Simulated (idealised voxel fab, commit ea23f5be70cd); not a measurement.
voxel self aligned contacts: a process module
Square cells of 5 nm make up the cross-section cut, whose width is 245 nm.
The cross-sections in this document take the form of a grid made of square cells. They are written out as bands, in order from top to bottom. Each band consists of one or more rows of cells. The band entry comprises the height of the band's top followed by the height of its bottom, expressed in nm, and subsequently the band's materials from left to right, each stated together with its width in nm. Where a single material is marked with the word "full width", that material fills the band from edge to edge. The word "air" represents empty space. Heights are expressed relative to 0, this being the level below which the as-received wafer comprises one material exclusively. The lowest band is unbounded in the downward direction and is denoted as in "0 nm and below". You'd read "30->40" like this: the band's top row of cells is as wide as the first number, its bottom row is as wide as the second, and going down, every row changes width by the same amount as the row before did. No cell of the cross-section changed in a step that is given as "nothing got changed". Closed-off voids of 8+ cells (no open route to the top) go in "Sealed void inventory", written width x height at distance from the left edge, in nm. after a step's settings: what the simulator itself notes on the step. The optional step-line setting "overlay nm" applies to steps with a mask and quantifies how far to the right of its planned location the mask lay, a negative value indicating leftward placement.

The following list gives the planned process steps:
1,RECEIVE [material Si]
2,OXIDIZE [depth nm 5]
3,DIRECTIONAL_DEP [material polySi] [thk nm 25]
4,DIRECTIONAL_DEP [material SiN] [thk nm 15]
5,DIRECTIONAL_DEP [material aC] [thk nm 15]
6,PATTERN [tone cover] [mask id GATE] [material resist] [width nm 35] [pitch nm 70] [thk nm 35] [overlay nm 0]
7,DIRECTIONAL_ETCH [etch materials aC] [depth nm 15]
8,STRIP [etch materials resist]
9,DIRECTIONAL_ETCH [etch materials SiN] [depth nm 15]
10,DIRECTIONAL_ETCH [etch materials polySi] [depth nm 25]
11,STRIP [etch materials aC]
12,CONFORMAL_DEP [material SiN] [thk nm 5]
13,DIRECTIONAL_ETCH [etch materials SiN] [depth nm 5]
14,FILL_DEP [material SiO2] [thk nm 10]
15,CMP [height nm 45]
16,PATTERN [tone open] [mask id CONTACT] [material resist] [width nm 55] [thk nm 15] [overlay nm 0]
17,DIRECTIONAL_ETCH [etch materials SiO2] [depth nm 50]
18,STRIP [etch materials resist]
19,CONFORMAL_DEP [material TiN] [thk nm 5]
20,FILL_DEP [material W] [thk nm 10]
21,CMP [height nm 45]
22,CONFORMAL_DEP [material SiN] [thk nm 5]

Here's what the wafer looked like in cross-section when it arrived - that's after step 1:
> 0 nm and below = Si full width
> Sealed void inventory: none

Cross-section: first of two wafers, module finished, run according to plan:
> 50 nm to 45 nm = SiN full width
> 45 nm to 40 nm = 95 of SiO2, then 20 of TiN, then 15 of W, then 20 of TiN, then 95 of SiO2
> 40 nm to 25 nm = 65 of SiO2, then 45 of SiN, then 5 of TiN, then 15 of W, then 5 of TiN, then 45 of SiN, then 65 of SiO2
> 25 nm to 0 nm = 65 of SiO2, then 5 of SiN, then 35 of polySi, then 5 of SiN, then 5 of TiN, then 15 of W, then 5 of TiN, then 5 of SiN, then 35 of polySi, then 5 of SiN, then 65 of SiO2
> 0 nm to -5 nm = 110 of SiO2, then 25 of TiN, then 110 of SiO2
> -5 nm and below = Si full width
> Sealed void inventory: none

Second wafer of the two, sectioned at the end of the module. It began like the first and followed the same plan, but one mistake was made while running it:
> 50 nm to 45 nm = SiN full width
> 45 nm to 40 nm = 95 of SiO2, then 20 of TiN, then 15 of W, then 20 of TiN, then 95 of SiO2
> 40 nm to 20 nm = 65 of SiO2, then 5 of SiN, then 35 of polySi, then 5 of SiN, then 5 of TiN, then 15 of W, then 5 of TiN, then 5 of SiN, then 35 of polySi, then 5 of SiN, then 65 of SiO2
> 20 nm to 15 nm = 65 of SiO2, then 5 of SiN, then 35 of polySi, then 5 of SiN, then 25 of TiN, then 5 of SiN, then 35 of polySi, then 5 of SiN, then 65 of SiO2
> 15 nm to 0 nm = SiN full width
> 0 nm to -5 nm = SiO2 full width
> -5 nm and below = Si full width
> Sealed void inventory: none
Nonconformance to the process plan: plan vs actual: 3 and 4 interchanged
End check, counted in cells, second wafer has more or fewer of these materials than the first: SiN: 93 more; SiO2: 73 fewer; TiN: 8 fewer; W: 12 fewer
